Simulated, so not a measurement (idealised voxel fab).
Process module name: voxel wiring stack
The cross-section shown here is cut; it is 175 nm wide and divided into square cells measuring 5 nm on a side.
Heads up, the way a cross-section reads in here is a grid of square cells, handed over as bands from the top down, with every band being one or more rows of cells.
Quick guide to a band line: top height, bottom height (nm) up front; then every material left to right with its width in nm. Only one material and it's marked "full width"? Then it fills the band edge to edge. And "air" just means empty space.
Measure heights from 0. That's the level where, below it, the as-received wafer is all one material. The lowest band is bottomless and extends downward; write it as in "z 0 and below".
Graded width ("30->40"): value in top row of band = first number; value in bottom row = second number; row-to-row change constant.
Where a step carries "no alteration", the cross-section came out of it unchanged, cell for cell.
"Sealed cavities" enumerates empty spaces isolated from the top, with no open way to it, that contain at least 8 cells, giving each as width x height at distance from the left edge, all three in nm.
Text after the settings on a step's line: the simulator's own remark on that step.
If you see "overlay nm" on a step's line and that step has a mask, it's telling you how far right of where it was planned the mask ended up; a negative number means it went left instead.

The following list gives the planned process steps:
1. RECEIVE [material Si]
2. CONFORMAL_DEP [material SiO2] [thk nm 15]
3. DIRECTIONAL_DEP [material TiN] [thk nm 5]
4. DIRECTIONAL_DEP [material Ru] [thk nm 15]
5. MASKED_ETCH [tone cover] [mask id METAL_1] [width nm 20] [pitch nm 40] [etch materials Ru] [depth nm 15] [overlay nm 0]
6. MASKED_ETCH [tone cover] [mask id METAL_1] [width nm 20] [pitch nm 40] [etch materials TiN] [depth nm 5] [overlay nm 0]
7. CONFORMAL_DEP [material SiN] [thk nm 5]
8. FILL_DEP [material SiO2] [thk nm 10]
9. CMP [height nm 35]
10. CONFORMAL_DEP [material SiCN] [thk nm 5]
11. DIRECTIONAL_DEP [material SiO2] [thk nm 20]
12. DIRECTIONAL_DEP [material aC] [thk nm 10]
13. PATTERN [tone open] [mask id PLUG_1] [material resist] [width nm 15] [pitch nm 80] [thk nm 30] [overlay nm 0]
14. DIRECTIONAL_ETCH [etch materials aC] [depth nm 10]
15. STRIP [etch materials resist]
16. DIRECTIONAL_ETCH [etch materials SiO2] [depth nm 20]
17. DIRECTIONAL_ETCH [etch materials SiCN] [depth nm 5]
18. STRIP [etch materials aC]
19. CONFORMAL_DEP [material TiN] [thk nm 5]
20. FILL_DEP [material Ru] [thk nm 5]
21. CMP [height nm 60]
22. CONFORMAL_DEP [material SiCN] [thk nm 5]
23. DIRECTIONAL_DEP [material SiO2] [thk nm 15]
24. MASKED_ETCH [tone open] [mask id METAL_2] [width nm 20] [pitch nm 40] [etch materials SiO2] [depth nm 15] [overlay nm 0]
25. MASKED_ETCH [tone open] [mask id METAL_2] [width nm 20] [pitch nm 40] [etch materials SiCN] [depth nm 5] [overlay nm 0]
26. CONFORMAL_DEP [material TiN] [thk nm 5]
27. FILL_DEP [material Ru] [thk nm 5]
28. CMP [height nm 80]
29. CONFORMAL_DEP [material SiCN] [thk nm 5]

This is the cross-section of the wafer as we received it, i.e. after step 1:
  z 0 and below  Si full width
  Sealed cavities: none

Result of the module, cross-sectioned: start per above, plan per above, one error in how it was run:
  z 85 to 80  SiCN full width
  z 80 to 65  35 nm SiO2 | 5 nm TiN | 10 nm Ru | 5 nm TiN | 20 nm SiO2 | 5 nm TiN | 10 nm Ru | 5 nm TiN | 20 nm SiO2 | 5 nm TiN | 10 nm Ru | 5 nm TiN | 40 nm SiO2
  z 65 to 60  35 nm SiCN | 20 nm TiN | 20 nm SiCN | 20 nm TiN | 20 nm SiCN | 20 nm TiN | 40 nm SiCN
  z 60 to 40  35 nm SiO2 | 5 nm TiN | 5 nm Ru | 5 nm TiN | 65 nm SiO2 | 5 nm TiN | 5 nm Ru | 5 nm TiN | 45 nm SiO2
  z 40 to 35  35 nm SiCN | 15 nm TiN | 65 nm SiCN | 15 nm TiN | 45 nm SiCN
  z 35 to 30  30 nm SiO2 | 5 nm SiN | 20 nm Ru | 5 nm SiN | 10 nm SiO2 | 5 nm SiN | 20 nm Ru | 5 nm SiN | 10 nm SiO2 | 5 nm SiN | 20 nm Ru | 5 nm SiN | 35 nm SiO2
  z 30 to 25  35 nm SiN | 20 nm TiN | 20 nm SiN | 20 nm TiN | 20 nm SiN | 20 nm TiN | 40 nm SiN
  z 25 to 0  SiO2 full width
  z 0 and below  Si full width
  Sealed cavities: none
Heads up, the wafer didn't run the way we planned it: step 2 was run on a setting that differed from the plan, and what really ran there is CONFORMAL_DEP [material SiO2] [thk nm 25]
